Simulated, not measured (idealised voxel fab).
Process module heading - voxel wiring stack
For reference, the cross-section in this document is cut, with width 250 nm and square cells of 5 nm.
A cross-section is written here as square cells arranged in a grid, and it is given in bands from the top down, each band taking up one or more rows of cells. This entry defines a band. It first specifies the height of the band's top and the height of its bottom in nm, and then specifies the band's materials from left to right, stating each material with its width in nm. The word "throughout" identifies a single material that fills the band from edge to edge, while the word "blank" identifies empty space. Where do heights start? At 0: under that level the wafer as delivered is made of one material only. And the lowest band has no floor; it just carries on downward, as in "0 nm and below". A width given as "30->40" starts at the first number in the band's top row and ends at the second number in its bottom row, shifting by an equal amount at every step from row to row. A step reported as "stayed the same" is a step in which no cell of the cross-section changed. Basically, "Trapped void list" tells you about the enclosed voids: empty spaces with no open way to the top, 8 cells or bigger, each written width x height at distance, where distance is from the left edge, all in nm. That trailing text on a step's line, after the settings, is the simulator's own remark on the step. You can add "overlay nm" to a step's line. For a step with a mask, it describes how far the mask lay to the right of its planned position, and a negative number describes a lay to the left.

Steps in the process plan
1 RECEIVE [material Si]
2 CONFORMAL_DEP [material SiO2] [thk nm 10]
3 DIRECTIONAL_DEP [material TiN] [thk nm 5]
4 DIRECTIONAL_DEP [material Ru] [thk nm 20]
5 DIRECTIONAL_DEP [material aC] [thk nm 15]
6 PATTERN [tone cover] [mask id METAL_1] [material resist] [width nm 30] [pitch nm 55] [thk nm 30] [overlay nm 0]
7 DIRECTIONAL_ETCH [etch materials aC] [depth nm 15]
8 STRIP [etch materials resist]
9 DIRECTIONAL_ETCH [etch materials Ru] [depth nm 20]
10 DIRECTIONAL_ETCH [etch materials TiN] [depth nm 5]
11 STRIP [etch materials aC]
12 FILL_DEP [material SiO2] [thk nm 5]
13 CMP [height nm 35]
14 CONFORMAL_DEP [material SiCN] [thk nm 5]
15 DIRECTIONAL_DEP [material SiO2] [thk nm 10]
16 PATTERN [tone open] [mask id PLUG_1] [material resist] [width nm 15] [pitch nm 55] [thk nm 15] [overlay nm 0]
17 DIRECTIONAL_ETCH [etch materials SiO2] [depth nm 10]
18 DIRECTIONAL_ETCH [etch materials SiCN] [depth nm 5]
19 STRIP [etch materials resist]
20 CONFORMAL_DEP [material TiN] [thk nm 5]
21 FILL_DEP [material W] [thk nm 10]
22 CMP [height nm 50]
23 DIRECTIONAL_DEP [material TiN] [thk nm 5]
24 DIRECTIONAL_DEP [material W] [thk nm 20]
25 PATTERN [tone cover] [mask id METAL_2] [material resist] [width nm 30] [pitch nm 55] [thk nm 15] [overlay nm 0]
26 DIRECTIONAL_ETCH [etch materials W] [depth nm 20]
27 DIRECTIONAL_ETCH [etch materials TiN] [depth nm 5]
28 STRIP [etch materials resist]
29 CONFORMAL_DEP [material SiCN] [thk nm 5]
30 FILL_DEP [material SiO2] [thk nm 10]
31 CMP [height nm 75]
32 CONFORMAL_DEP [material SiCN] [thk nm 5]
33 DIRECTIONAL_DEP [material SiO2] [thk nm 30]
34 DIRECTIONAL_DEP [material aC] [thk nm 10]
35 PATTERN [tone open] [mask id METAL_3] [material resist] [width nm 30] [pitch nm 55] [thk nm 25] [overlay nm 0]
36 DIRECTIONAL_ETCH [etch materials aC] [depth nm 10]
37 STRIP [etch materials resist]
38 DIRECTIONAL_ETCH [etch materials SiO2] [depth nm 15]
39 STRIP [etch materials aC]
40 PATTERN [tone open] [mask id METAL_3_HOLES] [material resist] [width nm 15] [pitch nm 55] [thk nm 15] [overlay nm 0]
41 DIRECTIONAL_ETCH [etch materials SiO2] [depth nm 15]
42 DIRECTIONAL_ETCH [etch materials SiCN] [depth nm 5]
43 STRIP [etch materials resist]
44 CONFORMAL_DEP [material TiN] [thk nm 5]
45 FILL_DEP [material Cu] [thk nm 10]
46 CMP [height nm 110]
47 CONFORMAL_DEP [material SiCN] [thk nm 5]

First of two wafers, with the run carried out as planned

The cross-section here shows the wafer as received, i.e. in its state after step 1
* 0 nm and below = Si throughout
* Trapped void list: none

After step 2: wafer cross-section
* 10 nm to 0 nm = SiO2 throughout
* No changes below 0.

After step 3: wafer cross-section
* 15 nm to 10 nm = TiN throughout
* No changes below 10.

After step 4: wafer cross-section
* 35 nm to 15 nm = Ru throughout
* No changes below 15.

After step 5: wafer cross-section
* 50 nm to 35 nm = aC throughout
* No changes below 35.

After step 6: wafer cross-section
* 80 nm to 50 nm = blank: 55, resist: 30, blank: 25, resist: 30, blank: 25, resist: 30, blank: 55
* No changes below 50.

After step 7: wafer cross-section
* 65 nm to 50 nm = blank: 55, resist: 30, blank: 25, resist: 30, blank: 25, resist: 30, blank: 55
* 50 nm to 35 nm = blank: 55, aC: 30, blank: 25, aC: 30, blank: 25, aC: 30, blank: 55
* No changes below 35.

After step 8: wafer cross-section
* 50 nm to 35 nm = blank: 55, aC: 30, blank: 25, aC: 30, blank: 25, aC: 30, blank: 55
* No changes below 35.

After step 9: wafer cross-section
* 50 nm to 35 nm = blank: 55, aC: 30, blank: 25, aC: 30, blank: 25, aC: 30, blank: 55
* 35 nm to 15 nm = blank: 55, Ru: 30, blank: 25, Ru: 30, blank: 25, Ru: 30, blank: 55
* No changes below 15.

After step 10: wafer cross-section
* 50 nm to 35 nm = blank: 55, aC: 30, blank: 25, aC: 30, blank: 25, aC: 30, blank: 55
* 35 nm to 15 nm = blank: 55, Ru: 30, blank: 25, Ru: 30, blank: 25, Ru: 30, blank: 55
* 15 nm to 10 nm = blank: 55, TiN: 30, blank: 25, TiN: 30, blank: 25, TiN: 30, blank: 55
* No changes below 10.

After step 11: wafer cross-section
* 35 nm to 15 nm = blank: 55, Ru: 30, blank: 25, Ru: 30, blank: 25, Ru: 30, blank: 55
* No changes below 15.

After step 12: wafer cross-section
* 40 nm to 35 nm = SiO2 throughout
* 35 nm to 15 nm = SiO2: 55, Ru: 30, SiO2: 25, Ru: 30, SiO2: 25, Ru: 30, SiO2: 55
* 15 nm to 10 nm = SiO2: 55, TiN: 30, SiO2: 25, TiN: 30, SiO2: 25, TiN: 30, SiO2: 55
* No changes below 10.

After step 13: wafer cross-section
* 35 nm to 15 nm = SiO2: 55, Ru: 30, SiO2: 25, Ru: 30, SiO2: 25, Ru: 30, SiO2: 55
* No changes below 15.

After step 14: wafer cross-section
* 40 nm to 35 nm = SiCN throughout
* No changes below 35.

After step 15: wafer cross-section
* 50 nm to 40 nm = SiO2 throughout
* No changes below 40.

After step 16: wafer cross-section
* 65 nm to 50 nm = resist: 55, blank: 15, resist: 40, blank: 15, resist: 40, blank: 15, resist: 70
* No changes below 50.

After step 17: wafer cross-section
* 65 nm to 50 nm = resist: 55, blank: 15, resist: 40, blank: 15, resist: 40, blank: 15, resist: 70
* 50 nm to 40 nm = SiO2: 55, blank: 15, SiO2: 40, blank: 15, SiO2: 40, blank: 15, SiO2: 70
* No changes below 40.

After step 18: wafer cross-section
* 65 nm to 50 nm = resist: 55, blank: 15, resist: 40, blank: 15, resist: 40, blank: 15, resist: 70
* 50 nm to 40 nm = SiO2: 55, blank: 15, SiO2: 40, blank: 15, SiO2: 40, blank: 15, SiO2: 70
* 40 nm to 35 nm = SiCN: 55, blank: 15, SiCN: 40, blank: 15, SiCN: 40, blank: 15, SiCN: 70
* No changes below 35.

After step 19: wafer cross-section
* 50 nm to 40 nm = SiO2: 55, blank: 15, SiO2: 40, blank: 15, SiO2: 40, blank: 15, SiO2: 70
* No changes below 40.

After step 20: wafer cross-section
* 55 nm to 50 nm = TiN: 60, blank: 5, TiN: 50, blank: 5, TiN: 50, blank: 5, TiN: 75
* 50 nm to 40 nm = SiO2: 55, TiN: 5, blank: 5, TiN: 5, SiO2: 40, TiN: 5, blank: 5, TiN: 5, SiO2: 40, TiN: 5, blank: 5, TiN: 5, SiO2: 70
* 40 nm to 35 nm = SiCN: 55, TiN: 15, SiCN: 40, TiN: 15, SiCN: 40, TiN: 15, SiCN: 70
* No changes below 35.

After step 21: wafer cross-section
* 65 nm to 55 nm = W throughout
* 55 nm to 50 nm = TiN: 60, W: 5, TiN: 50, W: 5, TiN: 50, W: 5, TiN: 75
* 50 nm to 40 nm = SiO2: 55, TiN: 5, W: 5, TiN: 5, SiO2: 40, TiN: 5, W: 5, TiN: 5, SiO2: 40, TiN: 5, W: 5, TiN: 5, SiO2: 70
* No changes below 40.

After step 22: wafer cross-section
* 50 nm to 40 nm = SiO2: 55, TiN: 5, W: 5, TiN: 5, SiO2: 40, TiN: 5, W: 5, TiN: 5, SiO2: 40, TiN: 5, W: 5, TiN: 5, SiO2: 70
* No changes below 40.

After step 23: wafer cross-section
* 55 nm to 50 nm = TiN throughout
* No changes below 50.

After step 24: wafer cross-section
* 75 nm to 55 nm = W throughout
* No changes below 55.

After step 25: wafer cross-section
* 90 nm to 75 nm = blank: 55, resist: 30, blank: 25, resist: 30, blank: 25, resist: 30, blank: 55
* No changes below 75.

After step 26: wafer cross-section
* 90 nm to 75 nm = blank: 55, resist: 30, blank: 25, resist: 30, blank: 25, resist: 30, blank: 55
* 75 nm to 55 nm = blank: 55, W: 30, blank: 25, W: 30, blank: 25, W: 30, blank: 55
* No changes below 55.

After step 27: wafer cross-section
* 90 nm to 75 nm = blank: 55, resist: 30, blank: 25, resist: 30, blank: 25, resist: 30, blank: 55
* 75 nm to 55 nm = blank: 55, W: 30, blank: 25, W: 30, blank: 25, W: 30, blank: 55
* 55 nm to 50 nm = blank: 55, TiN: 30, blank: 25, TiN: 30, blank: 25, TiN: 30, blank: 55
* No changes below 50.

After step 28: wafer cross-section
* 75 nm to 55 nm = blank: 55, W: 30, blank: 25, W: 30, blank: 25, W: 30, blank: 55
* No changes below 55.

After step 29: wafer cross-section
* 80 nm to 75 nm = blank: 50, SiCN: 40, blank: 15, SiCN: 40, blank: 15, SiCN: 40, blank: 50
* 75 nm to 55 nm = blank: 50, SiCN: 5, W: 30, SiCN: 5, blank: 15, SiCN: 5, W: 30, SiCN: 5, blank: 15, SiCN: 5, W: 30, SiCN: 5, blank: 50
* 55 nm to 50 nm = SiCN: 55, TiN: 30, SiCN: 25, TiN: 30, SiCN: 25, TiN: 30, SiCN: 55
* No changes below 50.

After step 30: wafer cross-section
* 90 nm to 80 nm = SiO2 throughout
* 80 nm to 75 nm = SiO2: 50, SiCN: 40, SiO2: 15, SiCN: 40, SiO2: 15, SiCN: 40, SiO2: 50
* 75 nm to 55 nm = SiO2: 50, SiCN: 5, W: 30, SiCN: 5, SiO2: 15, SiCN: 5, W: 30, SiCN: 5, SiO2: 15, SiCN: 5, W: 30, SiCN: 5, SiO2: 50
* No changes below 55.

After step 31: wafer cross-section
* 75 nm to 55 nm = SiO2: 50, SiCN: 5, W: 30, SiCN: 5, SiO2: 15, SiCN: 5, W: 30, SiCN: 5, SiO2: 15, SiCN: 5, W: 30, SiCN: 5, SiO2: 50
* No changes below 55.

After step 32: wafer cross-section
* 80 nm to 75 nm = SiCN throughout
* No changes below 75.

After step 33: wafer cross-section
* 110 nm to 80 nm = SiO2 throughout
* No changes below 80.

After step 34: wafer cross-section
* 120 nm to 110 nm = aC throughout
* No changes below 110.

After step 35: wafer cross-section
* 145 nm to 120 nm = resist: 55, blank: 30, resist: 25, blank: 30, resist: 25, blank: 30, resist: 55
* No changes below 120.

After step 36: wafer cross-section
* 135 nm to 120 nm = resist: 55, blank: 30, resist: 25, blank: 30, resist: 25, blank: 30, resist: 55
* 120 nm to 110 nm = aC: 55, blank: 30, aC: 25, blank: 30, aC: 25, blank: 30, aC: 55
* No changes below 110.

After step 37: wafer cross-section
* 120 nm to 110 nm = aC: 55, blank: 30, aC: 25, blank: 30, aC: 25, blank: 30, aC: 55
* No changes below 110.

After step 38: wafer cross-section
* 120 nm to 110 nm = aC: 55, blank: 30, aC: 25, blank: 30, aC: 25, blank: 30, aC: 55
* 110 nm to 95 nm = SiO2: 55, blank: 30, SiO2: 25, blank: 30, SiO2: 25, blank: 30, SiO2: 55
* No changes below 95.

After step 39: wafer cross-section
* 110 nm to 95 nm = SiO2: 55, blank: 30, SiO2: 25, blank: 30, SiO2: 25, blank: 30, SiO2: 55
* No changes below 95.

After step 40: wafer cross-section
* 125 nm to 110 nm = resist: 55, blank: 15, resist: 40, blank: 15, resist: 40, blank: 15, resist: 70
* 110 nm to 95 nm = SiO2: 55, blank: 15, resist: 15, SiO2: 25, blank: 15, resist: 15, SiO2: 25, blank: 15, resist: 15, SiO2: 55
* No changes below 95.

After step 41: wafer cross-section
* 125 nm to 110 nm = resist: 55, blank: 15, resist: 40, blank: 15, resist: 40, blank: 15, resist: 70
* 110 nm to 95 nm = SiO2: 55, blank: 15, resist: 15, SiO2: 25, blank: 15, resist: 15, SiO2: 25, blank: 15, resist: 15, SiO2: 55
* 95 nm to 80 nm = SiO2: 55, blank: 15, SiO2: 40, blank: 15, SiO2: 40, blank: 15, SiO2: 70
* No changes below 80.

After step 42: wafer cross-section
* 125 nm to 110 nm = resist: 55, blank: 15, resist: 40, blank: 15, resist: 40, blank: 15, resist: 70
* 110 nm to 95 nm = SiO2: 55, blank: 15, resist: 15, SiO2: 25, blank: 15, resist: 15, SiO2: 25, blank: 15, resist: 15, SiO2: 55
* 95 nm to 80 nm = SiO2: 55, blank: 15, SiO2: 40, blank: 15, SiO2: 40, blank: 15, SiO2: 70
* 80 nm to 75 nm = SiCN: 55, blank: 15, SiCN: 40, blank: 15, SiCN: 40, blank: 15, SiCN: 70
* No changes below 75.

After step 43: wafer cross-section
* 110 nm to 95 nm = SiO2: 55, blank: 30, SiO2: 25, blank: 30, SiO2: 25, blank: 30, SiO2: 55
* No changes below 95.

After step 44: wafer cross-section
* 115 nm to 110 nm = TiN: 60, blank: 20, TiN: 35, blank: 20, TiN: 35, blank: 20, TiN: 60
* 110 nm to 100 nm = SiO2: 55, TiN: 5, blank: 20, TiN: 5, SiO2: 25, TiN: 5, blank: 20, TiN: 5, SiO2: 25, TiN: 5, blank: 20, TiN: 5, SiO2: 55
* 100 nm to 95 nm = SiO2: 55, TiN: 5, blank: 5, TiN: 20, SiO2: 25, TiN: 5, blank: 5, TiN: 20, SiO2: 25, TiN: 5, blank: 5, TiN: 20, SiO2: 55
* 95 nm to 80 nm = SiO2: 55, TiN: 5, blank: 5, TiN: 5, SiO2: 40, TiN: 5, blank: 5, TiN: 5, SiO2: 40, TiN: 5, blank: 5, TiN: 5, SiO2: 70
* 80 nm to 75 nm = SiCN: 55, TiN: 15, SiCN: 40, TiN: 15, SiCN: 40, TiN: 15, SiCN: 70
* No changes below 75.

After step 45: wafer cross-section
* 125 nm to 115 nm = Cu throughout
* 115 nm to 110 nm = TiN: 60, Cu: 20, TiN: 35, Cu: 20, TiN: 35, Cu: 20, TiN: 60
* 110 nm to 100 nm = SiO2: 55, TiN: 5, Cu: 20, TiN: 5, SiO2: 25, TiN: 5, Cu: 20, TiN: 5, SiO2: 25, TiN: 5, Cu: 20, TiN: 5, SiO2: 55
* 100 nm to 95 nm = SiO2: 55, TiN: 5, Cu: 5, TiN: 20, SiO2: 25, TiN: 5, Cu: 5, TiN: 20, SiO2: 25, TiN: 5, Cu: 5, TiN: 20, SiO2: 55
* 95 nm to 80 nm = SiO2: 55, TiN: 5, Cu: 5, TiN: 5, SiO2: 40, TiN: 5, Cu: 5, TiN: 5, SiO2: 40, TiN: 5, Cu: 5, TiN: 5, SiO2: 70
* No changes below 80.

After step 46: wafer cross-section
* 110 nm to 100 nm = SiO2: 55, TiN: 5, Cu: 20, TiN: 5, SiO2: 25, TiN: 5, Cu: 20, TiN: 5, SiO2: 25, TiN: 5, Cu: 20, TiN: 5, SiO2: 55
* No changes below 100.

After step 47: wafer cross-section
* 115 nm to 110 nm = SiCN throughout
* No changes below 110.

Wafer two: like wafer one in start and plan, but with one mistake in execution; identical up to and including step 32

Second wafer, sectioned view, at step 33's planned end time
* 100 nm to 80 nm = SiO2 throughout
* No changes below 80.

Second wafer, sectioned view, at step 34's planned end time
* 110 nm to 100 nm = aC throughout
* No changes below 100.

Second wafer, sectioned view, at step 35's planned end time
* 135 nm to 110 nm = resist: 55, blank: 30, resist: 25, blank: 30, resist: 25, blank: 30, resist: 55
* No changes below 110.

Second wafer, sectioned view, at step 36's planned end time
* 125 nm to 110 nm = resist: 55, blank: 30, resist: 25, blank: 30, resist: 25, blank: 30, resist: 55
* 110 nm to 100 nm = aC: 55, blank: 30, aC: 25, blank: 30, aC: 25, blank: 30, aC: 55
* No changes below 100.

Second wafer, sectioned view, at step 37's planned end time
* 110 nm to 100 nm = aC: 55, blank: 30, aC: 25, blank: 30, aC: 25, blank: 30, aC: 55
* No changes below 100.

Second wafer, sectioned view, at step 38's planned end time
* 110 nm to 100 nm = aC: 55, blank: 30, aC: 25, blank: 30, aC: 25, blank: 30, aC: 55
* 100 nm to 85 nm = SiO2: 55, blank: 30, SiO2: 25, blank: 30, SiO2: 25, blank: 30, SiO2: 55
* No changes below 85.

Second wafer, sectioned view, at step 39's planned end time
* 100 nm to 85 nm = SiO2: 55, blank: 30, SiO2: 25, blank: 30, SiO2: 25, blank: 30, SiO2: 55
* No changes below 85.

Second wafer, sectioned view, at step 40's planned end time
* 115 nm to 100 nm = resist: 55, blank: 15, resist: 40, blank: 15, resist: 40, blank: 15, resist: 70
* 100 nm to 85 nm = SiO2: 55, blank: 15, resist: 15, SiO2: 25, blank: 15, resist: 15, SiO2: 25, blank: 15, resist: 15, SiO2: 55
* No changes below 85.

Second wafer, sectioned view, at step 41's planned end time
* 115 nm to 100 nm = resist: 55, blank: 15, resist: 40, blank: 15, resist: 40, blank: 15, resist: 70
* 100 nm to 85 nm = SiO2: 55, blank: 15, resist: 15, SiO2: 25, blank: 15, resist: 15, SiO2: 25, blank: 15, resist: 15, SiO2: 55
* 85 nm to 80 nm = SiO2: 55, blank: 15, SiO2: 40, blank: 15, SiO2: 40, blank: 15, SiO2: 70
* No changes below 80.

Second wafer, sectioned view, at step 42's planned end time
* 115 nm to 100 nm = resist: 55, blank: 15, resist: 40, blank: 15, resist: 40, blank: 15, resist: 70
* 100 nm to 85 nm = SiO2: 55, blank: 15, resist: 15, SiO2: 25, blank: 15, resist: 15, SiO2: 25, blank: 15, resist: 15, SiO2: 55
* 85 nm to 80 nm = SiO2: 55, blank: 15, SiO2: 40, blank: 15, SiO2: 40, blank: 15, SiO2: 70
* 80 nm to 75 nm = SiCN: 55, blank: 15, SiCN: 40, blank: 15, SiCN: 40, blank: 15, SiCN: 70
* No changes below 75.

Second wafer, sectioned view, at step 43's planned end time
* 100 nm to 85 nm = SiO2: 55, blank: 30, SiO2: 25, blank: 30, SiO2: 25, blank: 30, SiO2: 55
* No changes below 85.

Second wafer, sectioned view, at step 44's planned end time
* 105 nm to 100 nm = TiN: 60, blank: 20, TiN: 35, blank: 20, TiN: 35, blank: 20, TiN: 60
* 100 nm to 90 nm = SiO2: 55, TiN: 5, blank: 20, TiN: 5, SiO2: 25, TiN: 5, blank: 20, TiN: 5, SiO2: 25, TiN: 5, blank: 20, TiN: 5, SiO2: 55
* 90 nm to 80 nm = SiO2: 55, TiN: 5, blank: 5, TiN: 20->5, SiO2: 25->40, TiN: 5, blank: 5, TiN: 20->5, SiO2: 25->40, TiN: 5, blank: 5, TiN: 20->5, SiO2: 55->70
* 80 nm to 75 nm = SiCN: 55, TiN: 15, SiCN: 40, TiN: 15, SiCN: 40, TiN: 15, SiCN: 70
* No changes below 75.

Second wafer, sectioned view, at step 45's planned end time
* 115 nm to 105 nm = Cu throughout
* 105 nm to 100 nm = TiN: 60, Cu: 20, TiN: 35, Cu: 20, TiN: 35, Cu: 20, TiN: 60
* 100 nm to 90 nm = SiO2: 55, TiN: 5, Cu: 20, TiN: 5, SiO2: 25, TiN: 5, Cu: 20, TiN: 5, SiO2: 25, TiN: 5, Cu: 20, TiN: 5, SiO2: 55
* 90 nm to 80 nm = SiO2: 55, TiN: 5, Cu: 5, TiN: 20->5, SiO2: 25->40, TiN: 5, Cu: 5, TiN: 20->5, SiO2: 25->40, TiN: 5, Cu: 5, TiN: 20->5, SiO2: 55->70
* No changes below 80.

Second wafer, sectioned view, at step 46's planned end time
* 110 nm to 105 nm = Cu throughout
* No changes below 105.

Second wafer, sectioned view, at step 47's planned end time
* 115 nm to 110 nm = SiCN throughout
* No changes below 110.
Diagnosis: step 33 deviated from plan and actually ran as DIRECTIONAL_DEP [material SiO2] [thk nm 20]
Wafer comparison, final, in cells, second relative to first, materials more or fewer: Cu: 56 more | SiO2: 82 fewer | TiN: 26 more
